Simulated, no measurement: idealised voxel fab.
Process module under the name voxel transistor to metal
Section shown: cut. Width: 200 nm. Cell size: 5 nm, square.
A cross-section in this document is a grid of square cells, and it is written down as bands, the top band listed before the ones below it; a band is made up of one or more rows of cells. In this notation a band is specified by the heights of its top and bottom, in that order and in nm, after which its materials appear from left to right, each paired with its width in nm. The word "everywhere" attached to a single material means that material fills the band from edge to edge; the word "empty" stands for empty space. It should be noted that heights are counted from 0, beneath which the wafer as supplied is of one material throughout, and that the lowest band possesses no lower boundary but continues downward, as written in "0 -> down". Read "30 to 40" as a graded width: first number on top, second number at the bottom, same change between each pair of neighbouring rows. Reading "remains unaltered" for a step: not a cell of the cross-section changed in it. The entry "Entrapped voids" lists the empty spaces that cover at least 8 cells and have no open path to the top. Each is written as width x height at distance, where the distance is measured from the left edge and all three values are in nm. Heads up: the bit after the settings on a step's line is the simulator's remark on that step. Among the settings permitted on a step's line is "overlay nm"; applied to a step with a mask, it specifies the extent to which the mask lay to the right of its planned position, whereas a negative figure signifies a position to the left.
### Intended process steps
| 1 | RECEIVE with material Si |
| 2 | CONFORMAL_DEP with material SiO2, thk nm 5 |
| 3 | CONFORMAL_DEP with material SiN, thk nm 15 |
| 4 | DIRECTIONAL_DEP with material aC, thk nm 15 |
| 5 | PATTERN with tone cover, mask id ACTIVE, material resist, width nm 125, thk nm 35, overlay nm 0 |
| 6 | DIRECTIONAL_ETCH with etch materials aC, depth nm 15 |
| 7 | STRIP with etch materials resist |
| 8 | DIRECTIONAL_ETCH with etch materials SiN, depth nm 15 |
| 9 | DIRECTIONAL_ETCH with etch materials SiO2, depth nm 5 |
| 10 | DIRECTIONAL_ETCH with etch materials Si, depth nm 25 |
| 11 | STRIP with etch materials aC |
| 12 | OXIDIZE with depth nm 5 |
| 13 | FILL_DEP with material SiO2, thk nm 5 |
| 14 | CMP with height nm 20 |
| 15 | SELECTIVE_ETCH with etch materials SiO2, depth nm 5 |
| 16 | STRIP with etch materials SiN |
| 17 | SELECTIVE_ETCH with etch materials SiO2, depth nm 5 |
| 18 | OXIDIZE with depth nm 5 |
| 19 | DIRECTIONAL_DEP with material polySi, thk nm 30 |
| 20 | DIRECTIONAL_DEP with material SiCN, thk nm 15 |
| 21 | PATTERN with tone cover, mask id GATE, material resist, width nm 25, thk nm 15, overlay nm 0 |
| 22 | DIRECTIONAL_ETCH with etch materials SiCN, depth nm 25 |
| 23 | DIRECTIONAL_ETCH with etch materials polySi, depth nm 40 |
| 24 | STRIP with etch materials resist |
| 25 | CONFORMAL_DEP with material SiO2, thk nm 5 |
| 26 | DIRECTIONAL_ETCH with etch materials SiO2, depth nm 5 |
| 27 | CONFORMAL_DEP with material SiN, thk nm 5 |
| 28 | DIRECTIONAL_ETCH with etch materials SiN, depth nm 5 |
| 29 | DIRECTIONAL_ETCH with etch materials SiO2, depth nm 5 |
| 30 | DIRECTIONAL_ETCH with etch materials Si, depth nm 15 |
| 31 | EPI with material SiGe, thk nm 20 |
| 32 | FILL_DEP with material SiO2, thk nm 10 |
| 33 | CMP with height nm 45 |
| 34 | DIRECTIONAL_DEP with material SiO2, thk nm 15 |
| 35 | MASKED_ETCH with tone open, mask id CONTACT, width nm 20, pitch nm 85, etch materials SiO2, depth nm 60, overlay nm 0 |
| 36 | CONFORMAL_DEP with material TiN, thk nm 5 |
| 37 | FILL_DEP with material Ru, thk nm 10 |
| 38 | CMP with height nm 60 |
| 39 | CONFORMAL_DEP with material SiCN, thk nm 5 |
| 40 | DIRECTIONAL_DEP with material SiO2, thk nm 25 |
| 41 | DIRECTIONAL_DEP with material aC, thk nm 15 |
| 42 | PATTERN with tone open, mask id METAL_1, material resist, width nm 20, pitch nm 85, thk nm 30, overlay nm 0 |
| 43 | DIRECTIONAL_ETCH with etch materials aC, depth nm 15 |
| 44 | STRIP with etch materials resist |
| 45 | DIRECTIONAL_ETCH with etch materials SiO2, depth nm 25 |
| 46 | DIRECTIONAL_ETCH with etch materials SiCN, depth nm 5 |
| 47 | STRIP with etch materials aC |
| 48 | CONFORMAL_DEP with material TiN, thk nm 5 |
| 49 | FILL_DEP with material Ru, thk nm 10 |
| 50 | CMP with height nm 90 |
| 51 | CONFORMAL_DEP with material SiCN, thk nm 5 |
### Account of the first of two wafers, which was processed as intended
### Incoming wafer, cross-sectional view, post step 1
	0 -> down: Si everywhere
	Entrapped voids: none
### Cross-section: wafer state after step 2
	5 -> 0: SiO2 everywhere
	Everything below 0 is unchanged.
### Cross-section: wafer state after step 3
	20 -> 5: SiN everywhere
	Everything below 5 is unchanged.
### Cross-section: wafer state after step 4
	35 -> 20: aC everywhere
	Everything below 20 is unchanged.
### Cross-section: wafer state after step 5
	70 -> 35: 35 of empty / 125 of resist / 40 of empty
	Everything below 35 is unchanged.
### Cross-section: wafer state after step 6
	55 -> 35: 35 of empty / 125 of resist / 40 of empty
	35 -> 20: 35 of empty / 125 of aC / 40 of empty
	Everything below 20 is unchanged.
### Cross-section: wafer state after step 7
	35 -> 20: 35 of empty / 125 of aC / 40 of empty
	Everything below 20 is unchanged.
### Cross-section: wafer state after step 8
	35 -> 20: 35 of empty / 125 of aC / 40 of empty
	20 -> 5: 35 of empty / 125 of SiN / 40 of empty
	Everything below 5 is unchanged.
### Cross-section: wafer state after step 9
	35 -> 20: 35 of empty / 125 of aC / 40 of empty
	20 -> 5: 35 of empty / 125 of SiN / 40 of empty
	5 -> 0: 35 of empty / 125 of SiO2 / 40 of empty
	Everything below 0 is unchanged.
### Cross-section: wafer state after step 10
	35 -> 20: 35 of empty / 125 of aC / 40 of empty
	20 -> 5: 35 of empty / 125 of SiN / 40 of empty
	5 -> 0: 35 of empty / 125 of SiO2 / 40 of empty
	0 -> -25: 35 of empty / 125 of Si / 40 of empty
	Everything below -25 is unchanged.
### Cross-section: wafer state after step 11
	20 -> 5: 35 of empty / 125 of SiN / 40 of empty
	Everything below 5 is unchanged.
### Cross-section: wafer state after step 12
	20 -> 5: 35 of empty / 125 of SiN / 40 of empty
	5 -> 0: 35 of empty / 125 of SiO2 / 40 of empty
	0 -> -25: 35 of empty / 5 of SiO2 / 115 of Si / 5 of SiO2 / 40 of empty
	-25 -> -30: 40 of SiO2 / 115 of Si / 45 of SiO2
	Everything below -30 is unchanged.
### Cross-section: wafer state after step 13
	25 -> 20: SiO2 everywhere
	20 -> 5: 35 of SiO2 / 125 of SiN / 40 of SiO2
	5 -> 0: SiO2 everywhere
	0 -> -30: 40 of SiO2 / 115 of Si / 45 of SiO2
	Everything below -30 is unchanged.
### Cross-section: wafer state after step 14
	20 -> 5: 35 of SiO2 / 125 of SiN / 40 of SiO2
	Everything below 5 is unchanged.
### Cross-section: wafer state after step 15
	20 -> 15: 35 of empty / 125 of SiN / 40 of empty
	Everything below 15 is unchanged.
### Cross-section: wafer state after step 16
	15 -> 5: 35 of SiO2 / 125 of empty / 40 of SiO2
	Everything below 5 is unchanged.
### Cross-section: wafer state after step 17
	10 -> 0: 30 of SiO2 / 135 of empty / 35 of SiO2
	Everything below 0 is unchanged.
### Cross-section: wafer state after step 18
	10 -> 0: 30 of SiO2 / 135 of empty / 35 of SiO2
	0 -> -5: SiO2 everywhere
	Everything below -5 is unchanged.
### Cross-section: wafer state after step 19
	40 -> 30: 30 of polySi / 135 of empty / 35 of polySi
	30 -> 10: polySi everywhere
	10 -> 0: 30 of SiO2 / 135 of polySi / 35 of SiO2
	Everything below 0 is unchanged.
### Cross-section: wafer state after step 20
	55 -> 45: 30 of SiCN / 135 of empty / 35 of SiCN
	45 -> 40: SiCN everywhere
	40 -> 30: 30 of polySi / 135 of SiCN / 35 of polySi
	Everything below 30 is unchanged.
### Cross-section: wafer state after step 21
	70 -> 55: 85 of empty / 25 of resist / 90 of empty
	55 -> 45: 30 of SiCN / 55 of empty / 25 of resist / 55 of empty / 35 of SiCN
	Everything below 45 is unchanged.
### Cross-section: wafer state after step 22
	70 -> 45: 85 of empty / 25 of resist / 90 of empty
	45 -> 40: 85 of empty / 25 of SiCN / 90 of empty
	40 -> 30: 30 of polySi / 55 of empty / 25 of SiCN / 55 of empty / 35 of polySi
	Everything below 30 is unchanged.
### Cross-section: wafer state after step 23
	70 -> 45: 85 of empty / 25 of resist / 90 of empty
	45 -> 30: 85 of empty / 25 of SiCN / 90 of empty
	30 -> 10: 85 of empty / 25 of polySi / 90 of empty
	10 -> 0: 30 of SiO2 / 55 of empty / 25 of polySi / 55 of empty / 35 of SiO2
	Everything below 0 is unchanged.
### Cross-section: wafer state after step 24
	45 -> 30: 85 of empty / 25 of SiCN / 90 of empty
	Everything below 30 is unchanged.
### Cross-section: wafer state after step 25
	50 -> 45: 80 of empty / 35 of SiO2 / 85 of empty
	45 -> 30: 80 of empty / 5 of SiO2 / 25 of SiCN / 5 of SiO2 / 85 of empty
	30 -> 15: 80 of empty / 5 of SiO2 / 25 of polySi / 5 of SiO2 / 85 of empty
	15 -> 5: 35 of SiO2 / 45 of empty / 5 of SiO2 / 25 of polySi / 5 of SiO2 / 45 of empty / 40 of SiO2
	5 -> 0: 85 of SiO2 / 25 of polySi / 90 of SiO2
	Everything below 0 is unchanged.
### Cross-section: wafer state after step 26
	45 -> 30: 80 of empty / 5 of SiO2 / 25 of SiCN / 5 of SiO2 / 85 of empty
	30 -> 10: 80 of empty / 5 of SiO2 / 25 of polySi / 5 of SiO2 / 85 of empty
	10 -> 0: 35 of SiO2 / 45 of empty / 5 of SiO2 / 25 of polySi / 5 of SiO2 / 45 of empty / 40 of SiO2
	Everything below 0 is unchanged.
### Cross-section: wafer state after step 27
	50 -> 45: 75 of empty / 45 of SiN / 80 of empty
	45 -> 30: 75 of empty / 5 of SiN / 5 of SiO2 / 25 of SiCN / 5 of SiO2 / 5 of SiN / 80 of empty
	30 -> 15: 75 of empty / 5 of SiN / 5 of SiO2 / 25 of polySi / 5 of SiO2 / 5 of SiN / 80 of empty
	15 -> 10: 40 of SiN / 35 of empty / 5 of SiN / 5 of SiO2 / 25 of polySi / 5 of SiO2 / 5 of SiN / 35 of empty / 45 of SiN
	10 -> 5: 35 of SiO2 / 5 of SiN / 35 of empty / 5 of SiN / 5 of SiO2 / 25 of polySi / 5 of SiO2 / 5 of SiN / 35 of empty / 5 of SiN / 40 of SiO2
	5 -> 0: 35 of SiO2 / 45 of SiN / 5 of SiO2 / 25 of polySi / 5 of SiO2 / 45 of SiN / 40 of SiO2
	Everything below 0 is unchanged.
### Cross-section: wafer state after step 28
	45 -> 30: 75 of empty / 5 of SiN / 5 of SiO2 / 25 of SiCN / 5 of SiO2 / 5 of SiN / 80 of empty
	30 -> 10: 75 of empty / 5 of SiN / 5 of SiO2 / 25 of polySi / 5 of SiO2 / 5 of SiN / 80 of empty
	10 -> 0: 35 of SiO2 / 5 of SiN / 35 of empty / 5 of SiN / 5 of SiO2 / 25 of polySi / 5 of SiO2 / 5 of SiN / 35 of empty / 5 of SiN / 40 of SiO2
	Everything below 0 is unchanged.
### Cross-section: wafer state after step 29
	45 -> 40: 75 of empty / 5 of SiN / 5 of empty / 25 of SiCN / 5 of empty / 5 of SiN / 80 of empty
	40 -> 30: 75 of empty / 5 of SiN / 5 of SiO2 / 25 of SiCN / 5 of SiO2 / 5 of SiN / 80 of empty
	30 -> 10: 75 of empty / 5 of SiN / 5 of SiO2 / 25 of polySi / 5 of SiO2 / 5 of SiN / 80 of empty
	10 -> 5: 35 of empty / 5 of SiN / 35 of empty / 5 of SiN / 5 of SiO2 / 25 of polySi / 5 of SiO2 / 5 of SiN / 35 of empty / 5 of SiN / 40 of empty
	5 -> 0: 35 of SiO2 / 5 of SiN / 35 of empty / 5 of SiN / 5 of SiO2 / 25 of polySi / 5 of SiO2 / 5 of SiN / 35 of empty / 5 of SiN / 40 of SiO2
	0 -> -5: 40 of SiO2 / 35 of empty / 45 of SiO2 / 35 of empty / 45 of SiO2
	Everything below -5 is unchanged.
### Cross-section: wafer state after step 30
	45 -> 40: 75 of empty / 5 of SiN / 5 of empty / 25 of SiCN / 5 of empty / 5 of SiN / 80 of empty
	40 -> 30: 75 of empty / 5 of SiN / 5 of SiO2 / 25 of SiCN / 5 of SiO2 / 5 of SiN / 80 of empty
	30 -> 10: 75 of empty / 5 of SiN / 5 of SiO2 / 25 of polySi / 5 of SiO2 / 5 of SiN / 80 of empty
	10 -> 5: 35 of empty / 5 of SiN / 35 of empty / 5 of SiN / 5 of SiO2 / 25 of polySi / 5 of SiO2 / 5 of SiN / 35 of empty / 5 of SiN / 40 of empty
	5 -> 0: 35 of SiO2 / 5 of SiN / 35 of empty / 5 of SiN / 5 of SiO2 / 25 of polySi / 5 of SiO2 / 5 of SiN / 35 of empty / 5 of SiN / 40 of SiO2
	0 -> -5: 40 of SiO2 / 35 of empty / 45 of SiO2 / 35 of empty / 45 of SiO2
	-5 -> -20: 40 of SiO2 / 35 of empty / 45 of Si / 35 of empty / 45 of SiO2
	Everything below -20 is unchanged.
### Cross-section: wafer state after step 31
	45 -> 40: 75 of empty / 5 of SiN / 5 of empty / 25 of SiCN / 5 of empty / 5 of SiN / 80 of empty
	40 -> 30: 75 of empty / 5 of SiN / 5 of SiO2 / 25 of SiCN / 5 of SiO2 / 5 of SiN / 80 of empty
	30 -> 15: 75 of empty / 5 of SiN / 5 of SiO2 / 25 of polySi / 5 of SiO2 / 5 of SiN / 80 of empty
	15 -> 10: 55 of empty / 20 of SiGe / 5 of SiN / 5 of SiO2 / 25 of polySi / 5 of SiO2 / 5 of SiN / 20 of SiGe / 60 of empty
	10 -> 5: 35 of empty / 5 of SiN / 15 of empty / 20 of SiGe / 5 of SiN / 5 of SiO2 / 25 of polySi / 5 of SiO2 / 5 of SiN / 20 of SiGe / 15 of empty / 5 of SiN / 40 of empty
	5 -> 0: 35 of SiO2 / 5 of SiN / 15 of empty / 20 of SiGe / 5 of SiN / 5 of SiO2 / 25 of polySi / 5 of SiO2 / 5 of SiN / 20 of SiGe / 15 of empty / 5 of SiN / 40 of SiO2
	0 -> -5: 40 of SiO2 / 35 of SiGe / 45 of SiO2 / 35 of SiGe / 45 of SiO2
	-5 -> -20: 40 of SiO2 / 35 of SiGe / 45 of Si / 35 of SiGe / 45 of SiO2
	Everything below -20 is unchanged.
### Cross-section: wafer state after step 32
	55 -> 45: SiO2 everywhere
	45 -> 30: 75 of SiO2 / 5 of SiN / 5 of SiO2 / 25 of SiCN / 5 of SiO2 / 5 of SiN / 80 of SiO2
	30 -> 15: 75 of SiO2 / 5 of SiN / 5 of SiO2 / 25 of polySi / 5 of SiO2 / 5 of SiN / 80 of SiO2
	15 -> 10: 55 of SiO2 / 20 of SiGe / 5 of SiN / 5 of SiO2 / 25 of polySi / 5 of SiO2 / 5 of SiN / 20 of SiGe / 60 of SiO2
	10 -> 0: 35 of SiO2 / 5 of SiN / 15 of SiO2 / 20 of SiGe / 5 of SiN / 5 of SiO2 / 25 of polySi / 5 of SiO2 / 5 of SiN / 20 of SiGe / 15 of SiO2 / 5 of SiN / 40 of SiO2
	Everything below 0 is unchanged.
### Cross-section: wafer state after step 33
	45 -> 30: 75 of SiO2 / 5 of SiN / 5 of SiO2 / 25 of SiCN / 5 of SiO2 / 5 of SiN / 80 of SiO2
	Everything below 30 is unchanged.
### Cross-section: wafer state after step 34
	60 -> 45: SiO2 everywhere
	Everything below 45 is unchanged.
### Cross-section: wafer state after step 35
	60 -> 45: 45 of SiO2 / 20 of empty / 65 of SiO2 / 20 of empty / 50 of SiO2
	45 -> 30: 45 of SiO2 / 20 of empty / 10 of SiO2 / 5 of SiN / 5 of SiO2 / 25 of SiCN / 5 of SiO2 / 5 of SiN / 10 of SiO2 / 20 of empty / 50 of SiO2
	30 -> 15: 45 of SiO2 / 20 of empty / 10 of SiO2 / 5 of SiN / 5 of SiO2 / 25 of polySi / 5 of SiO2 / 5 of SiN / 10 of SiO2 / 20 of empty / 50 of SiO2
	15 -> 10: 45 of SiO2 / 10 of empty / 20 of SiGe / 5 of SiN / 5 of SiO2 / 25 of polySi / 5 of SiO2 / 5 of SiN / 20 of SiGe / 10 of empty / 50 of SiO2
	10 -> 0: 35 of SiO2 / 5 of SiN / 5 of SiO2 / 10 of empty / 20 of SiGe / 5 of SiN / 5 of SiO2 / 25 of polySi / 5 of SiO2 / 5 of SiN / 20 of SiGe / 10 of empty / 5 of SiO2 / 5 of SiN / 40 of SiO2
	Everything below 0 is unchanged.
### Cross-section: wafer state after step 36
	65 -> 60: 50 of TiN / 10 of empty / 75 of TiN / 10 of empty / 55 of TiN
	60 -> 45: 45 of SiO2 / 5 of TiN / 10 of empty / 5 of TiN / 65 of SiO2 / 5 of TiN / 10 of empty / 5 of TiN / 50 of SiO2
	45 -> 30: 45 of SiO2 / 5 of TiN / 10 of empty / 5 of TiN / 10 of SiO2 / 5 of SiN / 5 of SiO2 / 25 of SiCN / 5 of SiO2 / 5 of SiN / 10 of SiO2 / 5 of TiN / 10 of empty / 5 of TiN / 50 of SiO2
	30 -> 20: 45 of SiO2 / 5 of TiN / 10 of empty / 5 of TiN / 10 of SiO2 / 5 of SiN / 5 of SiO2 / 25 of polySi / 5 of SiO2 / 5 of SiN / 10 of SiO2 / 5 of TiN / 10 of empty / 5 of TiN / 50 of SiO2
	20 -> 15: 45 of SiO2 / 20 of TiN / 10 of SiO2 / 5 of SiN / 5 of SiO2 / 25 of polySi / 5 of SiO2 / 5 of SiN / 10 of SiO2 / 20 of TiN / 50 of SiO2
	15 -> 10: 45 of SiO2 / 10 of TiN / 20 of SiGe / 5 of SiN / 5 of SiO2 / 25 of polySi / 5 of SiO2 / 5 of SiN / 20 of SiGe / 10 of TiN / 50 of SiO2
	10 -> 0: 35 of SiO2 / 5 of SiN / 5 of SiO2 / 10 of TiN / 20 of SiGe / 5 of SiN / 5 of SiO2 / 25 of polySi / 5 of SiO2 / 5 of SiN / 20 of SiGe / 10 of TiN / 5 of SiO2 / 5 of SiN / 40 of SiO2
	Everything below 0 is unchanged.
### Cross-section: wafer state after step 37
	75 -> 65: Ru everywhere
	65 -> 60: 50 of TiN / 10 of Ru / 75 of TiN / 10 of Ru / 55 of TiN
	60 -> 45: 45 of SiO2 / 5 of TiN / 10 of Ru / 5 of TiN / 65 of SiO2 / 5 of TiN / 10 of Ru / 5 of TiN / 50 of SiO2
	45 -> 30: 45 of SiO2 / 5 of TiN / 10 of Ru / 5 of TiN / 10 of SiO2 / 5 of SiN / 5 of SiO2 / 25 of SiCN / 5 of SiO2 / 5 of SiN / 10 of SiO2 / 5 of TiN / 10 of Ru / 5 of TiN / 50 of SiO2
	30 -> 20: 45 of SiO2 / 5 of TiN / 10 of Ru / 5 of TiN / 10 of SiO2 / 5 of SiN / 5 of SiO2 / 25 of polySi / 5 of SiO2 / 5 of SiN / 10 of SiO2 / 5 of TiN / 10 of Ru / 5 of TiN / 50 of SiO2
	Everything below 20 is unchanged.
### Cross-section: wafer state after step 38
	60 -> 45: 45 of SiO2 / 5 of TiN / 10 of Ru / 5 of TiN / 65 of SiO2 / 5 of TiN / 10 of Ru / 5 of TiN / 50 of SiO2
	Everything below 45 is unchanged.
### Cross-section: wafer state after step 39
	65 -> 60: SiCN everywhere
	Everything below 60 is unchanged.
### Cross-section: wafer state after step 40
	90 -> 65: SiO2 everywhere
	Everything below 65 is unchanged.
### Cross-section: wafer state after step 41
	105 -> 90: aC everywhere
	Everything below 90 is unchanged.
### Cross-section: wafer state after step 42
	135 -> 105: 45 of resist / 20 of empty / 65 of resist / 20 of empty / 50 of resist
	Everything below 105 is unchanged.
### Cross-section: wafer state after step 43
	120 -> 105: 45 of resist / 20 of empty / 65 of resist / 20 of empty / 50 of resist
	105 -> 90: 45 of aC / 20 of empty / 65 of aC / 20 of empty / 50 of aC
	Everything below 90 is unchanged.
### Cross-section: wafer state after step 44
	105 -> 90: 45 of aC / 20 of empty / 65 of aC / 20 of empty / 50 of aC
	Everything below 90 is unchanged.
### Cross-section: wafer state after step 45
	105 -> 90: 45 of aC / 20 of empty / 65 of aC / 20 of empty / 50 of aC
	90 -> 65: 45 of SiO2 / 20 of empty / 65 of SiO2 / 20 of empty / 50 of SiO2
	Everything below 65 is unchanged.
### Cross-section: wafer state after step 46
	105 -> 90: 45 of aC / 20 of empty / 65 of aC / 20 of empty / 50 of aC
	90 -> 65: 45 of SiO2 / 20 of empty / 65 of SiO2 / 20 of empty / 50 of SiO2
	65 -> 60: 45 of SiCN / 20 of empty / 65 of SiCN / 20 of empty / 50 of SiCN
	Everything below 60 is unchanged.
### Cross-section: wafer state after step 47
	90 -> 65: 45 of SiO2 / 20 of empty / 65 of SiO2 / 20 of empty / 50 of SiO2
	Everything below 65 is unchanged.
### Cross-section: wafer state after step 48
	95 -> 90: 50 of TiN / 10 of empty / 75 of TiN / 10 of empty / 55 of TiN
	90 -> 65: 45 of SiO2 / 5 of TiN / 10 of empty / 5 of TiN / 65 of SiO2 / 5 of TiN / 10 of empty / 5 of TiN / 50 of SiO2
	65 -> 60: 45 of SiCN / 20 of TiN / 65 of SiCN / 20 of TiN / 50 of SiCN
	Everything below 60 is unchanged.
### Cross-section: wafer state after step 49
	105 -> 95: Ru everywhere
	95 -> 90: 50 of TiN / 10 of Ru / 75 of TiN / 10 of Ru / 55 of TiN
	90 -> 65: 45 of SiO2 / 5 of TiN / 10 of Ru / 5 of TiN / 65 of SiO2 / 5 of TiN / 10 of Ru / 5 of TiN / 50 of SiO2
	Everything below 65 is unchanged.
### Cross-section: wafer state after step 50
	90 -> 65: 45 of SiO2 / 5 of TiN / 10 of Ru / 5 of TiN / 65 of SiO2 / 5 of TiN / 10 of Ru / 5 of TiN / 50 of SiO2
	Everything below 65 is unchanged.
### Cross-section: wafer state after step 51
	95 -> 90: SiCN everywhere
	Everything below 90 is unchanged.
### Wafer two. Same start, same plan, one slip in execution. Same as wafer one through step 34, inclusive
### Cross-section of the second wafer at the time step 35 of the plan should have ended
	60 -> 45: 40 of SiO2 / 30 of empty / 55 of SiO2 / 30 of empty / 45 of SiO2
	45 -> 30: 40 of SiO2 / 30 of empty / 5 of SiO2 / 5 of SiN / 5 of SiO2 / 25 of SiCN / 5 of SiO2 / 5 of SiN / 5 of SiO2 / 30 of empty / 45 of SiO2
	30 -> 15: 40 of SiO2 / 30 of empty / 5 of SiO2 / 5 of SiN / 5 of SiO2 / 25 of polySi / 5 of SiO2 / 5 of SiN / 5 of SiO2 / 30 of empty / 45 of SiO2
	15 -> 10: 40 of SiO2 / 15 of empty / 20 of SiGe / 5 of SiN / 5 of SiO2 / 25 of polySi / 5 of SiO2 / 5 of SiN / 20 of SiGe / 15 of empty / 45 of SiO2
	10 -> 0: 35 of SiO2 / 5 of SiN / 15 of empty / 20 of SiGe / 5 of SiN / 5 of SiO2 / 25 of polySi / 5 of SiO2 / 5 of SiN / 20 of SiGe / 15 of empty / 5 of SiN / 40 of SiO2
	Everything below 0 is unchanged.
### Cross-section of the second wafer at the time step 36 of the plan should have ended
	65 -> 60: 45 of TiN / 20 of empty / 65 of TiN / 20 of empty / 50 of TiN
	60 -> 45: 40 of SiO2 / 5 of TiN / 20 of empty / 5 of TiN / 55 of SiO2 / 5 of TiN / 20 of empty / 5 of TiN / 45 of SiO2
	45 -> 30: 40 of SiO2 / 5 of TiN / 20 of empty / 5 of TiN / 5 of SiO2 / 5 of SiN / 5 of SiO2 / 25 of SiCN / 5 of SiO2 / 5 of SiN / 5 of SiO2 / 5 of TiN / 20 of empty / 5 of TiN / 45 of SiO2
	30 -> 20: 40 of SiO2 / 5 of TiN / 20 of empty / 5 of TiN / 5 of SiO2 / 5 of SiN / 5 of SiO2 / 25 of polySi / 5 of SiO2 / 5 of SiN / 5 of SiO2 / 5 of TiN / 20 of empty / 5 of TiN / 45 of SiO2
	20 -> 15: 40 of SiO2 / 5 of TiN / 5 of empty / 20 of TiN / 5 of SiO2 / 5 of SiN / 5 of SiO2 / 25 of polySi / 5 of SiO2 / 5 of SiN / 5 of SiO2 / 20 of TiN / 5 of empty / 5 of TiN / 45 of SiO2
	15 -> 10: 40 of SiO2 / 5 of TiN / 5 of empty / 5 of TiN / 20 of SiGe / 5 of SiN / 5 of SiO2 / 25 of polySi / 5 of SiO2 / 5 of SiN / 20 of SiGe / 5 of TiN / 5 of empty / 5 of TiN / 45 of SiO2
	10 -> 5: 35 of SiO2 / 5 of SiN / 5 of TiN / 5 of empty / 5 of TiN / 20 of SiGe / 5 of SiN / 5 of SiO2 / 25 of polySi / 5 of SiO2 / 5 of SiN / 20 of SiGe / 5 of TiN / 5 of empty / 5 of TiN / 5 of SiN / 40 of SiO2
	5 -> 0: 35 of SiO2 / 5 of SiN / 15 of TiN / 20 of SiGe / 5 of SiN / 5 of SiO2 / 25 of polySi / 5 of SiO2 / 5 of SiN / 20 of SiGe / 15 of TiN / 5 of SiN / 40 of SiO2
	Everything below 0 is unchanged.
### Cross-section of the second wafer at the time step 37 of the plan should have ended
	75 -> 65: Ru everywhere
	65 -> 60: 45 of TiN / 20 of Ru / 65 of TiN / 20 of Ru / 50 of TiN
	60 -> 45: 40 of SiO2 / 5 of TiN / 20 of Ru / 5 of TiN / 55 of SiO2 / 5 of TiN / 20 of Ru / 5 of TiN / 45 of SiO2
	45 -> 30: 40 of SiO2 / 5 of TiN / 20 of Ru / 5 of TiN / 5 of SiO2 / 5 of SiN / 5 of SiO2 / 25 of SiCN / 5 of SiO2 / 5 of SiN / 5 of SiO2 / 5 of TiN / 20 of Ru / 5 of TiN / 45 of SiO2
	30 -> 20: 40 of SiO2 / 5 of TiN / 20 of Ru / 5 of TiN / 5 of SiO2 / 5 of SiN / 5 of SiO2 / 25 of polySi / 5 of SiO2 / 5 of SiN / 5 of SiO2 / 5 of TiN / 20 of Ru / 5 of TiN / 45 of SiO2
	20 -> 15: 40 of SiO2 / 5 of TiN / 5 of Ru / 20 of TiN / 5 of SiO2 / 5 of SiN / 5 of SiO2 / 25 of polySi / 5 of SiO2 / 5 of SiN / 5 of SiO2 / 20 of TiN / 5 of Ru / 5 of TiN / 45 of SiO2
	15 -> 10: 40 of SiO2 / 5 of TiN / 5 of Ru / 5 of TiN / 20 of SiGe / 5 of SiN / 5 of SiO2 / 25 of polySi / 5 of SiO2 / 5 of SiN / 20 of SiGe / 5 of TiN / 5 of Ru / 5 of TiN / 45 of SiO2
	10 -> 5: 35 of SiO2 / 5 of SiN / 5 of TiN / 5 of Ru / 5 of TiN / 20 of SiGe / 5 of SiN / 5 of SiO2 / 25 of polySi / 5 of SiO2 / 5 of SiN / 20 of SiGe / 5 of TiN / 5 of Ru / 5 of TiN / 5 of SiN / 40 of SiO2
	Everything below 5 is unchanged.
### Cross-section of the second wafer at the time step 38 of the plan should have ended
	60 -> 45: 40 of SiO2 / 5 of TiN / 20 of Ru / 5 of TiN / 55 of SiO2 / 5 of TiN / 20 of Ru / 5 of TiN / 45 of SiO2
	Everything below 45 is unchanged.
### Cross-section of the second wafer at the time step 39 of the plan should have ended
	65 -> 60: SiCN everywhere
	Everything below 60 is unchanged.
### Cross-section of the second wafer at the time step 40 of the plan should have ended
	90 -> 65: SiO2 everywhere
	Everything below 65 is unchanged.
### Cross-section of the second wafer at the time step 41 of the plan should have ended
	105 -> 90: aC everywhere
	Everything below 90 is unchanged.
### Cross-section of the second wafer at the time step 42 of the plan should have ended
	135 -> 105: 45 of resist / 20 of empty / 65 of resist / 20 of empty / 50 of resist
	Everything below 105 is unchanged.
### Cross-section of the second wafer at the time step 43 of the plan should have ended
	120 -> 105: 45 of resist / 20 of empty / 65 of resist / 20 of empty / 50 of resist
	105 -> 90: 45 of aC / 20 of empty / 65 of aC / 20 of empty / 50 of aC
	Everything below 90 is unchanged.
### Cross-section of the second wafer at the time step 44 of the plan should have ended
	105 -> 90: 45 of aC / 20 of empty / 65 of aC / 20 of empty / 50 of aC
	Everything below 90 is unchanged.
### Cross-section of the second wafer at the time step 45 of the plan should have ended
	105 -> 90: 45 of aC / 20 of empty / 65 of aC / 20 of empty / 50 of aC
	90 -> 65: 45 of SiO2 / 20 of empty / 65 of SiO2 / 20 of empty / 50 of SiO2
	Everything below 65 is unchanged.
### Cross-section of the second wafer at the time step 46 of the plan should have ended
	105 -> 90: 45 of aC / 20 of empty / 65 of aC / 20 of empty / 50 of aC
	90 -> 65: 45 of SiO2 / 20 of empty / 65 of SiO2 / 20 of empty / 50 of SiO2
	65 -> 60: 45 of SiCN / 20 of empty / 65 of SiCN / 20 of empty / 50 of SiCN
	Everything below 60 is unchanged.
### Cross-section of the second wafer at the time step 47 of the plan should have ended
	90 -> 65: 45 of SiO2 / 20 of empty / 65 of SiO2 / 20 of empty / 50 of SiO2
	Everything below 65 is unchanged.
### Cross-section of the second wafer at the time step 48 of the plan should have ended
	95 -> 90: 50 of TiN / 10 of empty / 75 of TiN / 10 of empty / 55 of TiN
	90 -> 65: 45 of SiO2 / 5 of TiN / 10 of empty / 5 of TiN / 65 of SiO2 / 5 of TiN / 10 of empty / 5 of TiN / 50 of SiO2
	65 -> 60: 45 of SiCN / 20 of TiN / 65 of SiCN / 20 of TiN / 50 of SiCN
	Everything below 60 is unchanged.
### Cross-section of the second wafer at the time step 49 of the plan should have ended
	105 -> 95: Ru everywhere
	95 -> 90: 50 of TiN / 10 of Ru / 75 of TiN / 10 of Ru / 55 of TiN
	90 -> 65: 45 of SiO2 / 5 of TiN / 10 of Ru / 5 of TiN / 65 of SiO2 / 5 of TiN / 10 of Ru / 5 of TiN / 50 of SiO2
	Everything below 65 is unchanged.
### Cross-section of the second wafer at the time step 50 of the plan should have ended
	90 -> 65: 45 of SiO2 / 5 of TiN / 10 of Ru / 5 of TiN / 65 of SiO2 / 5 of TiN / 10 of Ru / 5 of TiN / 50 of SiO2
	Everything below 65 is unchanged.
### Cross-section of the second wafer at the time step 51 of the plan should have ended
	95 -> 90: SiCN everywhere
	Everything below 90 is unchanged.
Misprocessing identified: step 35: run off-plan, actual operation and settings MASKED_ETCH with tone open, mask id CONTACT, width nm 30, pitch nm 85, etch materials SiO2, depth nm 60, overlay nm 0
Final comparison by cell count, materials where the second wafer has more or fewer than the first: Ru +38 | SiO2 -42 | TiN +4
